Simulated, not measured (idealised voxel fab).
Documented hereafter: the process module known as voxel self aligned vias.
Cross-sectional view cut (width: 245 nm; square cell size: 5 nm).
Notation: cross-section as square-cell grid; stated in bands, top first, going down; one or more cell rows per band. The band entry comprises the height of the band's top followed by the height of its bottom, expressed in nm, and subsequently the band's materials from left to right, each stated together with its width in nm. Where a single material is marked with the word "all across", that material fills the band from edge to edge. The word "air" represents empty space. The reference from which all heights are counted is 0, the level beneath which the as-received wafer is entirely one material; the lowest band, having no lower bound, proceeds downward and is written after the example "0 and below". It should be noted that a width expressed as "30 to 40" varies in equal increments from row to row of cells within the band, taking the value of the first number at the top row and that of the second number at the bottom row. For the purposes of this document, the phrase "everything unchanged" attached to a step denotes that no cell within the cross-section was modified by that step. In "Internal closed voids" the enclosed voids are listed, meaning empty spaces of 8 cells or larger without any opening to the top. The form is width x height at distance, distance from the left edge, units nm. The remark found on a step's line after its settings is issued by the simulator itself and pertains to that step. The setting "overlay nm" may be written on the line of a step. When the step uses a mask, the value reports how far to the right of the planned place the mask lay, and a negative value reports that it lay to the left.

Planned step list for the process
1 RECEIVE with material Si
2 CONFORMAL_DEP with material SiO2, thk nm 10
3 CONFORMAL_DEP with material SiCN, thk nm 5
4 DIRECTIONAL_DEP with material lowk, thk nm 25
5 MASKED_ETCH with tone open, mask id LINES, width nm 25, pitch nm 75, etch materials lowk, depth nm 25, overlay nm 0
6 CONFORMAL_DEP with material TiN, thk nm 5
7 FILL_DEP with material Ru, thk nm 10
8 CMP with height nm 40
9 SELECTIVE_ETCH with etch materials W Ru TiN, depth nm 5
10 FILL_DEP with material SiN, thk nm 5
11 CMP with height nm 40
12 DIRECTIONAL_DEP with material lowk, thk nm 15
13 DIRECTIONAL_DEP with material aC, thk nm 10
14 PATTERN with tone open, mask id VIAS, material resist, width nm 45, thk nm 25, overlay nm 0
15 DIRECTIONAL_ETCH with etch materials aC, depth nm 10
16 STRIP with etch materials resist
17 DIRECTIONAL_ETCH with etch materials lowk, depth nm 15
18 DIRECTIONAL_ETCH with etch materials SiN, depth nm 5
19 STRIP with etch materials aC
20 CONFORMAL_DEP with material TiN, thk nm 5
21 FILL_DEP with material Ru, thk nm 10
22 CMP with height nm 45
23 CONFORMAL_DEP with material SiCN, thk nm 5
Variable across wafers: step 22 height nm (plan value is that of the first wafer; starting state common to all).

The first of several wafers, as received after step 1, seen in section
    0 and below | Si all across
    Internal closed voids: none

Here is the cross-section of the first of several wafers at the end of the module, after its last step, step 23
    50 down to 45 | SiCN all across
    45 down to 40 | lowk 60  TiN 15  Ru 15  TiN 15  lowk 140
    40 down to 35 | lowk 70  TiN 25  lowk 50  SiN 25  lowk 75
    35 down to 20 | lowk 70  TiN 5  Ru 15  TiN 5  lowk 50  TiN 5  Ru 15  TiN 5  lowk 75
    20 down to 15 | lowk 70  TiN 25  lowk 50  TiN 25  lowk 75
    15 down to 10 | SiCN all across
    10 down to 0 | SiO2 all across
    0 and below | Si all across
    Internal closed voids: none

Here we cross-sectioned the last of the wafers once the module was done
    75 down to 70 | SiCN all across
    70 down to 60 | Ru all across
    60 down to 55 | TiN 65  Ru 35  TiN 145
    55 down to 45 | lowk 60  TiN 5  Ru 35  TiN 5  lowk 140
    45 down to 40 | lowk 60  TiN 15  Ru 15  TiN 15  lowk 140
    40 down to 35 | lowk 70  TiN 25  lowk 50  SiN 25  lowk 75
    35 down to 20 | lowk 70  TiN 5  Ru 15  TiN 5  lowk 50  TiN 5  Ru 15  TiN 5  lowk 75
    20 down to 15 | lowk 70  TiN 25  lowk 50  TiN 25  lowk 75
    15 down to 10 | SiCN all across
    10 down to 0 | SiO2 all across
    0 and below | Si all across
    Internal closed voids: none

Wafer rows, end of module: cells per material gained (+) or lost (-) since receipt; closed voids last
height nm 45, +21 Ru, +98 SiCN, +5 SiN, +98 SiO2, +33 TiN, +235 lowk, Internal closed voids: none
height nm 50, +28 Ru, +98 SiCN, +5 SiN, +98 SiO2, +35 TiN, +275 lowk, Internal closed voids: none
height nm 55, +35 Ru, +98 SiCN, +5 SiN, +98 SiO2, +37 TiN, +315 lowk, Internal closed voids: none
height nm 60, +42 Ru, +98 SiCN, +5 SiN, +98 SiO2, +79 TiN, +315 lowk, Internal closed voids: none
height nm 65, +91 Ru, +98 SiCN, +5 SiN, +98 SiO2, +79 TiN, +315 lowk, Internal closed voids: none
height nm 70, +140 Ru, +98 SiCN, +5 SiN, +98 SiO2, +79 TiN, +315 lowk, Internal closed voids: none
